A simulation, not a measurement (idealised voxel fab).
Documented hereafter: the process module known as voxel fin reveal.
This is section cut - it's 150 nm across, gridded in 5 nm square cells.
For the purposes of this document, a cross-section shall be understood as a grid of square cells, specified as bands listed in top-to-bottom order, each band consisting of one or more rows of cells.
For a band, the entry starts with two heights in nm, that of the top and then that of the bottom, and carries on with the band's materials in order from left to right, each alongside its width in nm; the word "everywhere" beside a single material means it fills the band edge to edge, and "blank" means empty space.
A quick word on heights: they are counted from 0, and under that level the wafer as it came to us is one material throughout. The lowest band is different from the rest in having no bottom; it simply continues downward, written as in "0 and below".
So if you see something like "30 to 40" for the width, read it as the top row of the band sitting at the first number and the bottom row at the second, with every row in between moving by the same amount as the last.
Where a step carries "identical to before", the cross-section came out of it unchanged, cell for cell.
Entry "Closed void inventory". Content: empty spaces with no open connection to the top, size 8 cells or greater. Each: width x height at distance. Distance: from left edge. Unit: nm.
Heads up: the bit after the settings on a step's line is the simulator's remark on that step.
overlay nm, on a step with a mask: how far to the right of its planned place the mask lay; to the left if negative
The planned process steps are enumerated hereunder
- 1: RECEIVE (material Si)
- 2: CONFORMAL_DEP (material SiN; thk nm 10)
- 3: DIRECTIONAL_DEP (material aC; thk nm 15)
- 4: PATTERN (tone cover; mask id FINS; material resist; width nm 15; pitch nm 40; thk nm 30; overlay nm 0)
- 5: DIRECTIONAL_ETCH (etch materials aC; depth nm 15)
- 6: STRIP (etch materials resist)
- 7: DIRECTIONAL_ETCH (etch materials SiN; depth nm 10)
- 8: DIRECTIONAL_ETCH (etch materials Si; depth nm 40)
- 9: STRIP (etch materials aC)
- 10: OXIDIZE (depth nm 5)
- 11: FILL_DEP (material SiO2; thk nm 15)
- 12: CMP (height nm 10)
- 13: SELECTIVE_ETCH (etch materials SiO2; depth nm 35)
- 14: STRIP (etch materials SiN)
Cross-section, incoming material, after step 1
0 and below  Si everywhere
Closed void inventory: none
Cross-section: first of two wafers, module finished, run according to plan
0 down to -25  30 of blank, then 5 of Si, then 35 of blank, then 5 of Si, then 35 of blank, then 5 of Si, then 35 of blank
-25 down to -45  30 of SiO2, then 5 of Si, then 35 of SiO2, then 5 of Si, then 35 of SiO2, then 5 of Si, then 35 of SiO2
-45 and below  Si everywhere
Closed void inventory: none
Cross-section, wafer two of two, end of module: same start and plan as wafer one, one error in execution
0 down to -25  20 of Si, then 25 of blank, then 15 of Si, then 25 of blank, then 15 of Si, then 25 of blank, then 25 of Si
-25 down to -45  20 of Si, then 25 of SiO2, then 15 of Si, then 25 of SiO2, then 15 of Si, then 25 of SiO2, then 25 of Si
-45 and below  Si everywhere
Closed void inventory: none
Against the plan, the run slipped here: step 4 was processed under conditions differing from the plan, specifically as PATTERN (tone open; mask id FINS; material resist; width nm 15; pitch nm 40; thk nm 30; overlay nm 0)
Final cells, second wafer relative to first, materials higher or lower: 108 more of Si | 48 fewer of SiO2
